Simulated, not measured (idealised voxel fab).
process module | voxel capacitor over wiring
cross-section cut | 240 nm wide | cells 5 nm
A cross-section is a grid of square cells, given in bands from the top down. A band is one or more rows of cells.
Each band's line starts with the height of the band's top and of its bottom, in nm. Then come its materials from left to right, each with its width in nm. One material with "throughout" fills the band from edge to edge. "air" is empty space.
Height 0 is the level under which the wafer as received is all one material. The lowest band goes on downwards, as in "0 down".
A width such as "30 to 40" changes by the same amount from each row of cells to the next, from the band's top row to its bottom row.
"no change" after a step means that no cell of the cross-section changed.
closed voids: empty space of 8 cells or more with no open way to the top, each as width x height at its distance from the left edge, in nm
after a step's settings: what the simulator itself notes on the step
overlay nm, on a step with a mask: how far to the right of its planned place the mask lay; to the left if negative
plan
1 op RECEIVE | material Si
2 op CONFORMAL_DEP | material SiO2 | thk nm 15
3 op DIRECTIONAL_DEP | material TiN | thk nm 5
4 op DIRECTIONAL_DEP | material W | thk nm 25
5 op PATTERN | tone cover | mask id METAL_1 | material resist | width nm 25 | pitch nm 90 | thk nm 20 | overlay nm 0
6 op DIRECTIONAL_ETCH | etch materials W | depth nm 25
7 op DIRECTIONAL_ETCH | etch materials TiN | depth nm 5
8 op STRIP | etch materials resist
9 op CONFORMAL_DEP | material SiN | thk nm 5
10 op FILL_DEP | material lowk | thk nm 5
11 op CMP | height nm 45
12 op CONFORMAL_DEP | material SiCN | thk nm 5
13 op DIRECTIONAL_DEP | material SiO2 | thk nm 15
14 op DIRECTIONAL_DEP | material aC | thk nm 15
15 op PATTERN | tone open | mask id PLUG_1 | material resist | width nm 15 | thk nm 30 | overlay nm 0
16 op DIRECTIONAL_ETCH | etch materials aC | depth nm 15
17 op STRIP | etch materials resist
18 op DIRECTIONAL_ETCH | etch materials SiO2 | depth nm 15
19 op DIRECTIONAL_ETCH | etch materials SiCN | depth nm 5
20 op STRIP | etch materials aC
21 op CONFORMAL_DEP | material TiN | thk nm 5
22 op FILL_DEP | material Ru | thk nm 10
23 op CMP | height nm 65
24 op DIRECTIONAL_DEP | material TiN | thk nm 5
25 op DIRECTIONAL_DEP | material Al2O3 | thk nm 5
26 op DIRECTIONAL_DEP | material TiN | thk nm 5
27 op DIRECTIONAL_DEP | material aC | thk nm 10
28 op PATTERN | tone cover | mask id UPPER_PLATE | material resist | width nm 70 | thk nm 25 | overlay nm 0
29 op DIRECTIONAL_ETCH | etch materials aC | depth nm 10
30 op STRIP | etch materials resist
31 op DIRECTIONAL_ETCH | etch materials TiN | depth nm 5
32 op DIRECTIONAL_ETCH | etch materials Al2O3 | depth nm 5
33 op STRIP | etch materials aC
34 op PATTERN | tone cover | mask id LOWER_PLATE | material resist | width nm 80 | thk nm 15 | overlay nm 0
35 op DIRECTIONAL_ETCH | etch materials TiN | depth nm 5
36 op STRIP | etch materials resist
37 op FILL_DEP | material SiO2 | thk nm 15
38 op CMP | height nm 90
39 op PATTERN | tone open | mask id PLUG_2 | material resist | width nm 15 | thk nm 15 | overlay nm 0
40 op DIRECTIONAL_ETCH | etch materials SiO2 | depth nm 10
41 op STRIP | etch materials resist
42 op CONFORMAL_DEP | material TiN | thk nm 5
43 op FILL_DEP | material Ru | thk nm 5
44 op CMP | height nm 90
45 op CONFORMAL_DEP | material SiN | thk nm 5
as received, after step 1
  0 down: Si throughout
  closed voids: none
a wafer at the end: this start, this plan, one mistake
  95 to 90: SiN throughout
  90 to 85: SiO2 80 | TiN 5 | Ru 5 | TiN 5 | SiO2 145
  85 to 80: SiO2 80 | TiN 15 | SiO2 145
  80 to 75: SiO2 65 | TiN 5 | SiO2 70 | TiN 5 | SiO2 95
  75 to 70: Al2O3 70 | SiO2 70 | Al2O3 100
  70 to 65: TiN throughout
  65 to 50: SiO2 70 | TiN 5 | Ru 5 | TiN 5 | SiO2 155
  50 to 45: SiCN 70 | TiN 15 | SiCN 155
  45 to 20: lowk 55 | SiN 5 | W 25 | SiN 5 | lowk 55 | SiN 5 | W 25 | SiN 5 | lowk 60
  20 to 15: SiN 60 | TiN 25 | SiN 65 | TiN 25 | SiN 65
  15 to 0: SiO2 throughout
  0 down: Si throughout
  closed voids: none
what went wrong: step 28 ran as: op PATTERN | tone open | mask id UPPER_PLATE | material resist | width nm 70 | thk nm 25 | overlay nm 0
